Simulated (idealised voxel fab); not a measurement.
process module | voxel self aligned contacts
cross-section cut | 280 nm wide | cells 5 nm
A cross-section is a grid of square cells, given in bands from the top down. A band is one or more rows of cells.
Each band's line starts with the height of the band's top and of its bottom, in nm. Then come its materials from left to right, each with its width in nm. One material with "throughout" fills the band from edge to edge. "air" is empty space.
Height 0 is the level under which the wafer as received is all one material. The lowest band goes on downwards, as in "0 down".
A width such as "30 to 40" changes by the same amount from each row of cells to the next, from the band's top row to its bottom row.
"no change" after a step means that no cell of the cross-section changed.
closed voids: empty space of 8 cells or more with no open way to the top, each as width x height at its distance from the left edge, in nm
after a step's settings: what the simulator itself notes on the step
overlay nm, on a step with a mask: how far to the right of its planned place the mask lay; to the left if negative
plan
1 op RECEIVE | material Si
2 op CONFORMAL_DEP | material SiO2 | thk nm 5
3 op DIRECTIONAL_DEP | material polySi | thk nm 20
4 op DIRECTIONAL_DEP | material SiN | thk nm 20
5 op MASKED_ETCH | tone cover | mask id GATE | width nm 15 | pitch nm 55 | etch materials SiN | depth nm 20 | overlay nm 0
6 op MASKED_ETCH | tone cover | mask id GATE | width nm 25 | pitch nm 55 | etch materials polySi | depth nm 20 | overlay nm 0
7 op CONFORMAL_DEP | material SiN | thk nm 5
8 op DIRECTIONAL_ETCH | etch materials SiN | depth nm 5
9 op FILL_DEP | material SiO2 | thk nm 15
10 op CMP | height nm 50
11 op MASKED_ETCH | tone open | mask id CONTACT | width nm 40 | pitch nm 55 | etch materials SiO2 | depth nm 50 | overlay nm 0
12 op CONFORMAL_DEP | material TiN | thk nm 5
13 op FILL_DEP | material W | thk nm 5
14 op CMP | height nm 50
15 op CONFORMAL_DEP | material SiCN | thk nm 5
varied across the wafers: width nm of step 5. The plan shows the first wafer's value. All wafers start alike
first wafer as received, after step 1
  0 down: Si throughout
  closed voids: none
first wafer at the end, after step 15
  55 to 50: SiCN throughout
  50 to 45: SiO2 90 | TiN 10 | W 20 | TiN 10 | SiO2 15 | TiN 10 | W 20 | TiN 10 | SiO2 95
  45 to 30: SiO2 70 | SiN 25 | TiN 5 | W 20 | TiN 5 | SiN 25 | TiN 5 | W 20 | TiN 5 | SiN 25 | SiO2 75
  30 to 25: SiO2 70 | SiN 25 | TiN 10 | W 10 | TiN 10 | SiN 25 | TiN 10 | W 10 | TiN 10 | SiN 25 | SiO2 75
  25 to 5: SiO2 65 | SiN 5 | polySi 25 | SiN 5 | TiN 5 | W 10 | TiN 5 | SiN 5 | polySi 25 | SiN 5 | TiN 5 | W 10 | TiN 5 | SiN 5 | polySi 25 | SiN 5 | SiO2 70
  5 to 0: SiO2 100 | TiN 20 | SiO2 35 | TiN 20 | SiO2 105
  0 down: Si throughout
  closed voids: none
last wafer at the end
  55 to 50: SiCN throughout
  50 to 45: SiO2 90 | TiN 40 | SiO2 15 | TiN 40 | SiO2 95
  45 to 25: SiO2 60 | SiN 50 | TiN 5 | SiN 50 | TiN 5 | SiN 50 | SiO2 60
  25 to 5: SiO2 60 | SiN 5 | polySi 40 | SiN 5 | TiN 5 | SiN 5 | polySi 40 | SiN 5 | TiN 5 | SiN 5 | polySi 40 | SiN 5 | SiO2 60
  5 to 0: SiO2 110 | TiN 5 | SiO2 50 | TiN 5 | SiO2 110
  0 down: Si throughout
  closed voids: none
each wafer at the end: cells of each material gained (+) or lost (-) since it was received, then its closed voids
width nm 15 | +56 SiCN | +84 SiN | +312 SiO2 | +52 TiN | +52 W | +60 polySi | closed voids: none
width nm 20 | +56 SiCN | +96 SiN | +308 SiO2 | +52 TiN | +44 W | +60 polySi | closed voids: none
width nm 25 | +56 SiCN | +108 SiN | +304 SiO2 | +52 TiN | +36 W | +60 polySi | closed voids: none
width nm 30 | +56 SiCN | +120 SiN | +298 SiO2 | +52 TiN | +18 W | +72 polySi | closed voids: none
width nm 35 | +56 SiCN | +132 SiN | +292 SiO2 | +52 TiN | +84 polySi | closed voids: none
width nm 40 | +56 SiCN | +144 SiN | +286 SiO2 | +34 TiN | +96 polySi | closed voids: none
